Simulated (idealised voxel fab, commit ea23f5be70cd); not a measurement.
process module | voxel air gaps
cross-section cut | 215 nm wide | cells 5 nm
A cross-section is a grid of square cells, given in bands from the top down. A band is one or more rows of cells.
Each band's line starts with the height of the band's top and of its bottom, in nm. Then come its materials from left to right, each with its width in nm. One material with "throughout" fills the band from edge to edge. "air" is empty space.
Height 0 is the level under which the wafer as received is all one material. The lowest band goes on downwards, as in "0 down".
A width such as "30 to 40" changes by the same amount from each row of cells to the next, from the band's top row to its bottom row.
"no change" after a step means that no cell of the cross-section changed.
closed voids: empty space of 8 cells or more with no open way to the top, each as width x height at its distance from the left edge, in nm
after a step's settings: what the simulator itself notes on the step
overlay nm, on a step with a mask: how far to the right of its planned place the mask lay; to the left if negative
plan
1 op RECEIVE | material Si
2 op CONFORMAL_DEP | material SiO2 | thk nm 10
3 op CONFORMAL_DEP | material SiN | thk nm 5
4 op DIRECTIONAL_DEP | material SiO2 | thk nm 35
5 op DIRECTIONAL_DEP | material aC | thk nm 10
6 op PATTERN | tone open | mask id LINES | material resist | width nm 15 | pitch nm 55 | thk nm 25 | overlay nm 0
7 op DIRECTIONAL_ETCH | etch materials aC | depth nm 10
8 op STRIP | etch materials resist
9 op DIRECTIONAL_ETCH | etch materials SiO2 | depth nm 35
10 op STRIP | etch materials aC
11 op CONFORMAL_DEP | material TiN | thk nm 5
12 op FILL_DEP | material Cu | thk nm 5
13 op CMP | height nm 50
14 op EPI | material Ru | thk nm 10
15 op SELECTIVE_ETCH | etch materials SiO2 | depth nm 45
16 op CONFORMAL_DEP | material SiCN | thk nm 5
varied across the wafers: width nm of step 6. The plan shows the first wafer's value. All wafers start alike
first wafer as received, after step 1
  0 down: Si throughout
  closed voids: none
first wafer at the end, after step 16
  65 to 60: air 30 | SiCN 45 | air 10 | SiCN 45 | air 10 | SiCN 45 | air 30
  60 to 50: air 30 | SiCN 5 | Ru 35 | SiCN 5 | air 10 | SiCN 5 | Ru 35 | SiCN 5 | air 10 | SiCN 5 | Ru 35 | SiCN 5 | air 30
  50 to 45: air 30 | SiCN 15 | TiN 5 | Cu 5 | TiN 5 | SiCN 15 | air 10 | SiCN 15 | TiN 5 | Cu 5 | TiN 5 | SiCN 15 | air 10 | SiCN 15 | TiN 5 | Cu 5 | TiN 5 | SiCN 15 | air 30
  45 to 20: air 40 | SiCN 5 | TiN 5 | Cu 5 | TiN 5 | SiCN 5 | air 30 | SiCN 5 | TiN 5 | Cu 5 | TiN 5 | SiCN 5 | air 30 | SiCN 5 | TiN 5 | Cu 5 | TiN 5 | SiCN 5 | air 40
  20 to 15: SiCN 45 | TiN 15 | SiCN 40 | TiN 15 | SiCN 40 | TiN 15 | SiCN 45
  15 to 10: SiN throughout
  10 to 0: SiO2 throughout
  0 down: Si throughout
  closed voids: none
last wafer at the end
  65 to 60: air 20 | SiCN 180 | air 15
  60 to 50: air 20 | SiCN 5 | Ru 170 | SiCN 5 | air 15
  50 to 45: air 20 | SiCN 15 | TiN 5 | Cu 30 | TiN 5 | SiO2 15 | TiN 5 | Cu 30 | TiN 5 | SiO2 15 | TiN 5 | Cu 30 | TiN 5 | SiCN 15 | air 15
  45 to 20: air 30 | SiCN 5 | TiN 5 | Cu 30 | TiN 5 | SiO2 15 | TiN 5 | Cu 30 | TiN 5 | SiO2 15 | TiN 5 | Cu 30 | TiN 5 | SiCN 5 | air 25
  20 to 15: SiCN 35 | TiN 40 | SiO2 15 | TiN 40 | SiO2 15 | TiN 40 | SiCN 30
  15 to 10: SiN throughout
  10 to 0: SiO2 throughout
  0 down: Si throughout
  closed voids: none
each wafer at the end: cells of each material gained (+) or lost (-) since it was received, then its closed voids
width nm 15 | +18 Cu | +42 Ru | +121 SiCN | +43 SiN | +86 SiO2 | +45 TiN | closed voids: none
width nm 20 | +36 Cu | +48 Ru | +121 SiCN | +43 SiN | +86 SiO2 | +48 TiN | closed voids: none
width nm 25 | +54 Cu | +54 Ru | +121 SiCN | +43 SiN | +86 SiO2 | +51 TiN | closed voids: 20 x 25 at 70; 20 x 25 at 125
width nm 30 | +72 Cu | +60 Ru | +113 SiCN | +43 SiN | +86 SiO2 | +54 TiN | closed voids: 15 x 25 at 75; 15 x 25 at 130
width nm 35 | +90 Cu | +66 Ru | +69 SiCN | +43 SiN | +142 SiO2 | +57 TiN | closed voids: none
width nm 40 | +108 Cu | +68 Ru | +69 SiCN | +43 SiN | +128 SiO2 | +60 TiN | closed voids: none
